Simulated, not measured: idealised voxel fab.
process module | voxel tone inversion
cross-section cut | 220 nm wide | cells 5 nm
A cross-section is a grid of square cells, given in bands from the top down. A band is one or more rows of cells.
Each band's line starts with the height of the band's top and of its bottom, in nm. Then come its materials from left to right, each with its width in nm. One material with "throughout" fills the band from edge to edge. "air" is empty space.
Height 0 is the level under which the wafer as received is all one material. The lowest band goes on downwards, as in "0 down".
A width such as "30 to 40" changes by the same amount from each row of cells to the next, from the band's top row to its bottom row.
"no change" after a step means that no cell of the cross-section changed.
closed voids: empty space of 8 cells or more with no open way to the top, each as width x height at its distance from the left edge, in nm
after a step's settings: what the simulator itself notes on the step
overlay nm, on a step with a mask: how far to the right of its planned place the mask lay; to the left if negative
plan
1 op RECEIVE | material Si
2 op CONFORMAL_DEP | material SiN | thk nm 10
3 op DIRECTIONAL_DEP | material polySi | thk nm 15
4 op PATTERN | tone cover | mask id POSTS | material resist | width nm 25 | pitch nm 40 | thk nm 20 | overlay nm 0
5 op DIRECTIONAL_ETCH | etch materials polySi | depth nm 5
6 op STRIP | etch materials resist
7 op FILL_DEP | material SiO2 | thk nm 10
8 op CMP | height nm 25
9 op STRIP | etch materials polySi
varied across the wafers: depth nm of step 5. The plan shows the first wafer's value. All wafers start alike
first wafer as received, after step 1
  0 down: Si throughout
  closed voids: none
each wafer at the end: cells of each material gained (+) or lost (-) since it was received, then its closed voids
depth nm 5 | +88 SiN | closed voids: none
depth nm 10 | +88 SiN | closed voids: none
depth nm 15 | +88 SiN | +87 SiO2 | closed voids: none
depth nm 20 | +88 SiN | +87 SiO2 | closed voids: none
depth nm 25 | +88 SiN | +87 SiO2 | closed voids: none
depth nm 30 | +88 SiN | +87 SiO2 | closed voids: none
